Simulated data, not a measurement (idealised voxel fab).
process module | voxel double patterning
cross-section cut | 190 nm wide | cells 5 nm
A cross-section is a grid of square cells, given in bands from the top down. A band is one or more rows of cells.
Each band's line starts with the height of the band's top and of its bottom, in nm. Then come its materials from left to right, each with its width in nm. One material with "throughout" fills the band from edge to edge. "air" is empty space.
Height 0 is the level under which the wafer as received is all one material. The lowest band goes on downwards, as in "0 down".
A width such as "30 to 40" changes by the same amount from each row of cells to the next, from the band's top row to its bottom row.
"no change" after a step means that no cell of the cross-section changed.
closed voids: empty space of 8 cells or more with no open way to the top, each as width x height at its distance from the left edge, in nm
after a step's settings: what the simulator itself notes on the step
overlay nm, on a step with a mask: how far to the right of its planned place the mask lay; to the left if negative
plan
1 op RECEIVE | material Si
2 op CONFORMAL_DEP | material SiO2 | thk nm 5
3 op DIRECTIONAL_DEP | material TiN | thk nm 10
4 op DIRECTIONAL_DEP | material SiN | thk nm 5
5 op PATTERN | tone open | mask id FIRST | material resist | width nm 15 | pitch nm 50 | thk nm 20 | overlay nm 0
6 op DIRECTIONAL_ETCH | etch materials SiN | depth nm 5
7 op STRIP | etch materials resist
8 op DIRECTIONAL_DEP | material aC | thk nm 10
9 op PATTERN | tone open | mask id SECOND | material resist | width nm 15 | thk nm 25 | overlay nm 0
10 op DIRECTIONAL_ETCH | etch materials aC | depth nm 10
11 op STRIP | etch materials resist
12 op DIRECTIONAL_ETCH | etch materials SiN | depth nm 5
13 op STRIP | etch materials aC
14 op DIRECTIONAL_ETCH | etch materials TiN | depth nm 10
15 op STRIP | etch materials SiN
as received, after step 1
  0 down: Si throughout
  closed voids: none
a wafer at the end: this start, this plan, one mistake
  10 to 0: TiN 60 | air 15 | TiN 10 | air 15 | TiN 10 | air 15 | TiN 65
  0 down: Si throughout
  closed voids: none
what went wrong: step 2 was left out
